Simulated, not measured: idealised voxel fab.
Process module heading - voxel ribs on slabs
We display cut, a cross-section 195 nm in width whose square cells are each 5 nm.
When this document writes out a cross-section, it uses a grid of square cells and lists it as bands, beginning at the top and moving down, with a band standing for one or more rows of cells.
Heads up on the band format: heights come first, top then bottom, in nm. After that it's the materials left to right, each with its width in nm. A single material flagged "everywhere" fills the whole band edge to edge, and "air" means there's empty space there.
Zero point of the height axis is 0; under it, received wafer = one material. Lowest band: continues down indefinitely, "z 0 and below".
You'd read "30..40" like this: the band's top row of cells is as wide as the first number, its bottom row is as wide as the second, and going down, every row changes width by the same amount as the row before did.
Key: "no modification" - step with no changed cell in the cross-section.
Enclosed voids (no open way to top), threshold 8 cells or more, entry "Trapped voids", notation width x height at distance, distance from left edge, nm.
Past the settings on a step's line: simulator remark, on that step.
If you see "overlay nm" on a step's line and that step has a mask, it's telling you how far right of where it was planned the mask ended up; a negative number means it went left instead.
Process steps foreseen in the plan
1 RECEIVE,material Si
2 DIRECTIONAL_DEP,material SiO2,thk nm 25
3 DIRECTIONAL_DEP,material polySi,thk nm 20
4 MASKED_ETCH,tone cover,mask id RIB,width nm 15,etch materials polySi,depth nm 15,overlay nm 0
5 DIRECTIONAL_DEP,material aC,thk nm 15
6 PATTERN,tone cover,mask id SLAB,material resist,width nm 65,thk nm 35,overlay nm 0
7 DIRECTIONAL_ETCH,etch materials aC,depth nm 15
8 STRIP,etch materials resist
9 DIRECTIONAL_ETCH,etch materials polySi,depth nm 5
10 STRIP,etch materials aC
11 FILL_DEP,material SiO2,thk nm 20
12 CMP,height nm 55
13 DIRECTIONAL_DEP,material TiN,thk nm 5
14 PATTERN,tone cover,mask id HEATER,material resist,width nm 25,thk nm 20,overlay nm 0
15 DIRECTIONAL_ETCH,etch materials TiN,depth nm 5
16 STRIP,etch materials resist
17 CONFORMAL_DEP,material SiN,thk nm 5
Shown in cross-section is the wafer as received, that is, as it stands after step 1
* z 0 and below  Si everywhere
* Trapped voids: none
Cross-section, first of two wafers, end of module, run as planned
* z 65 to 60  80 air; 35 SiN; 80 air
* z 60 to 55  85 SiN; 25 TiN; 85 SiN
* z 55 to 45  SiO2 everywhere
* z 45 to 30  90 SiO2; 15 polySi; 90 SiO2
* z 30 to 25  65 SiO2; 65 polySi; 65 SiO2
* z 25 to 0  SiO2 everywhere
* z 0 and below  Si everywhere
* Trapped voids: none
Cross-sectional view: second of two wafers, end of module; start and plan identical to the first, one mistake in running
* z 65 to 60  80 air; 35 SiN; 80 air
* z 60 to 55  85 SiN; 25 TiN; 85 SiN
* z 55 to 50  SiO2 everywhere
* z 50 to 35  90 SiO2; 15 polySi; 90 SiO2
* z 35 to 30  65 SiO2; 65 polySi; 65 SiO2
* z 30 to 0  SiO2 everywhere
* z 0 and below  Si everywhere
* Trapped voids: none
It is concluded that the wafer was processed incorrectly with respect to the plan, in that in deviation from the planned setting, step 2 was conducted as DIRECTIONAL_DEP,material SiO2,thk nm 30
The concluding comparison shows that, measured in cells, each material is equally abundant on both wafers, albeit at different positions.
